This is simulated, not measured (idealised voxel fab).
process module | voxel released beams
cross-section cut | 225 nm wide | cells 5 nm
A cross-section is a grid of square cells, given in bands from the top down. A band is one or more rows of cells.
Each band's line starts with the height of the band's top and of its bottom, in nm. Then come its materials from left to right, each with its width in nm. One material with "throughout" fills the band from edge to edge. "air" is empty space.
Height 0 is the level under which the wafer as received is all one material. The lowest band goes on downwards, as in "0 down".
A width such as "30 to 40" changes by the same amount from each row of cells to the next, from the band's top row to its bottom row.
"no change" after a step means that no cell of the cross-section changed.
closed voids: empty space of 8 cells or more with no open way to the top, each as width x height at its distance from the left edge, in nm
after a step's settings: what the simulator itself notes on the step
overlay nm, on a step with a mask: how far to the right of its planned place the mask lay; to the left if negative
plan
1 op RECEIVE | material Si
2 op CONFORMAL_DEP | material Al2O3 | thk nm 10
3 op DIRECTIONAL_DEP | material SiO2 | thk nm 15
4 op MASKED_ETCH | tone open | mask id ANCHOR | width nm 45 | etch materials SiO2 | depth nm 15 | overlay nm 0
5 op CONFORMAL_DEP | material polySi | thk nm 15
6 op MASKED_ETCH | tone cover | mask id BEAM | width nm 100 | etch materials polySi | depth nm 15 | overlay nm 0
7 op STRIP | etch materials SiO2
as received, after step 1
  0 down: Si throughout
  closed voids: none
first wafer at the end, as planned
  40 to 25: air 60 | polySi 20 | air 15 | polySi 65 | air 65
  25 to 10: air 65 | polySi 45 | air 115
  10 to 0: Al2O3 throughout
  0 down: Si throughout
  closed voids: none
second wafer at the end: like start, like plan, one mistake
  30 to 25: air 60 | polySi 10 | air 35 | polySi 55 | air 65
  25 to 15: air 65 | polySi 5 | air 35 | polySi 5 | air 115
  15 to 10: air 65 | polySi 45 | air 115
  10 to 0: Al2O3 throughout
  0 down: Si throughout
  closed voids: none
what went wrong: step 5 ran as: op CONFORMAL_DEP | material polySi | thk nm 5
at the end the second wafer has, in cells: 52 fewer of polySi
